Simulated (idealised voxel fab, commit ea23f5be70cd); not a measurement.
process module | voxel fin reveal
Each square cell in cross-section cut measures 5 nm, and the section as a whole is 170 nm wide.
In what follows, cross-sections appear as grids of square cells, described through bands that run from the top down, where every band is one or more rows of cells. Band: top and bottom heights (nm) first, top before bottom; then materials from left to right, widths in nm. "everywhere" marks a sole material filling the band edge to edge. "empty" denotes empty space. Note: height 0 marks the level under which the wafer is uniformly one material as received. Lowest band unbounded below, written "z 0 and below". Note: "30 to 40" means the width goes from the first number (top row of the band) to the second number (bottom row) in equal steps per row of cells. "no modifications" (step): cross-section cells unchanged, all of them. If an empty space has no open way to the top and is at least 8 cells in size, "closed voids" lists it, written width x height at distance, where distance is measured from the left edge and every value is in nm. What comes after the settings on a step's line is commentary from the simulator itself on that step. overlay nm: how far to the right of its planned place the mask lay on this masked step (negative: to the left).
[Process steps (planned)]
1 RECEIVE,material Si
2 CONFORMAL_DEP,material SiN,thk nm 5
3 PATTERN,tone cover,mask id FINS,material resist,width nm 15,pitch nm 35,thk nm 15,overlay nm 0
4 DIRECTIONAL_ETCH,etch materials SiN,depth nm 5
5 DIRECTIONAL_ETCH,etch materials Si,depth nm 40
6 STRIP,etch materials resist
7 OXIDIZE,depth nm 5
8 FILL_DEP,material SiO2,thk nm 5
9 CMP,height nm 5
10 SELECTIVE_ETCH,etch materials SiO2,depth nm 30
11 STRIP,etch materials SiN
12 CONFORMAL_DEP,material HfO2,thk nm 5
[First wafer out of two, processed as planned]
[Cross-section of the wafer at receipt, which is the condition after step 1]
z 0 and below: Si everywhere
closed voids: none
[After step 2, in cross-section]
z 5 to 0: SiN everywhere
below 0: unchanged
[After step 3, in cross-section]
z 20 to 5: empty: 40, resist: 15, empty: 20, resist: 15, empty: 20, resist: 15, empty: 45
below 5: unchanged
[After step 4, in cross-section]
z 20 to 5: empty: 40, resist: 15, empty: 20, resist: 15, empty: 20, resist: 15, empty: 45
z 5 to 0: empty: 40, SiN: 15, empty: 20, SiN: 15, empty: 20, SiN: 15, empty: 45
below 0: unchanged
[After step 5, in cross-section]
z 20 to 5: empty: 40, resist: 15, empty: 20, resist: 15, empty: 20, resist: 15, empty: 45
z 5 to 0: empty: 40, SiN: 15, empty: 20, SiN: 15, empty: 20, SiN: 15, empty: 45
z 0 to -40: empty: 40, Si: 15, empty: 20, Si: 15, empty: 20, Si: 15, empty: 45
below -40: unchanged
[After step 6, in cross-section]
z 5 to 0: empty: 40, SiN: 15, empty: 20, SiN: 15, empty: 20, SiN: 15, empty: 45
below 0: unchanged
[After step 7, in cross-section]
z 5 to 0: empty: 40, SiN: 15, empty: 20, SiN: 15, empty: 20, SiN: 15, empty: 45
z 0 to -40: empty: 40, SiO2: 5, Si: 5, SiO2: 5, empty: 20, SiO2: 5, Si: 5, SiO2: 5, empty: 20, SiO2: 5, Si: 5, SiO2: 5, empty: 45
z -40 to -45: SiO2: 45, Si: 5, SiO2: 30, Si: 5, SiO2: 30, Si: 5, SiO2: 50
below -45: unchanged
[After step 8, in cross-section]
z 10 to 5: SiO2 everywhere
z 5 to 0: SiO2: 40, SiN: 15, SiO2: 20, SiN: 15, SiO2: 20, SiN: 15, SiO2: 45
z 0 to -45: SiO2: 45, Si: 5, SiO2: 30, Si: 5, SiO2: 30, Si: 5, SiO2: 50
below -45: unchanged
[After step 9, in cross-section]
z 5 to 0: SiO2: 40, SiN: 15, SiO2: 20, SiN: 15, SiO2: 20, SiN: 15, SiO2: 45
below 0: unchanged
[After step 10, in cross-section]
z 5 to 0: empty: 40, SiN: 15, empty: 20, SiN: 15, empty: 20, SiN: 15, empty: 45
z 0 to -25: empty: 45, Si: 5, empty: 30, Si: 5, empty: 30, Si: 5, empty: 50
below -25: unchanged
[After step 11, in cross-section]
z 0 to -25: empty: 45, Si: 5, empty: 30, Si: 5, empty: 30, Si: 5, empty: 50
below -25: unchanged
[After step 12, in cross-section]
z 5 to 0: empty: 40, HfO2: 15, empty: 20, HfO2: 15, empty: 20, HfO2: 15, empty: 45
z 0 to -20: empty: 40, HfO2: 5, Si: 5, HfO2: 5, empty: 20, HfO2: 5, Si: 5, HfO2: 5, empty: 20, HfO2: 5, Si: 5, HfO2: 5, empty: 45
z -20 to -25: HfO2: 45, Si: 5, HfO2: 30, Si: 5, HfO2: 30, Si: 5, HfO2: 50
below -25: unchanged
[What follows concerns the second wafer, which started out like the first and was meant to follow the very same plan; one mistake crept in when it was run, but everything up to and including step 9 is the same as for the first wafer]
[Second wafer profile in section, at the moment step 10 of the plan was meant to be complete]
z 5 to 0: empty: 40, SiN: 15, empty: 20, SiN: 15, empty: 20, SiN: 15, empty: 45
z 0 to -45: empty: 45, Si: 5, empty: 30, Si: 5, empty: 30, Si: 5, empty: 50
below -45: unchanged
[Second wafer profile in section, at the moment step 11 of the plan was meant to be complete]
z 0 to -45: empty: 45, Si: 5, empty: 30, Si: 5, empty: 30, Si: 5, empty: 50
below -45: unchanged
[Second wafer profile in section, at the moment step 12 of the plan was meant to be complete]
z 5 to 0: empty: 40, HfO2: 15, empty: 20, HfO2: 15, empty: 20, HfO2: 15, empty: 45
z 0 to -40: empty: 40, HfO2: 5, Si: 5, HfO2: 5, empty: 20, HfO2: 5, Si: 5, HfO2: 5, empty: 20, HfO2: 5, Si: 5, HfO2: 5, empty: 45
z -40 to -45: HfO2: 45, Si: 5, HfO2: 30, Si: 5, HfO2: 30, Si: 5, HfO2: 50
below -45: unchanged
Misprocessing identified: it should be noted that step 10 of the plan was executed twice
In the final state, the cell counts of the second wafer exceed or fall short of those of the first for the following materials: HfO2 +24 | SiO2 -124
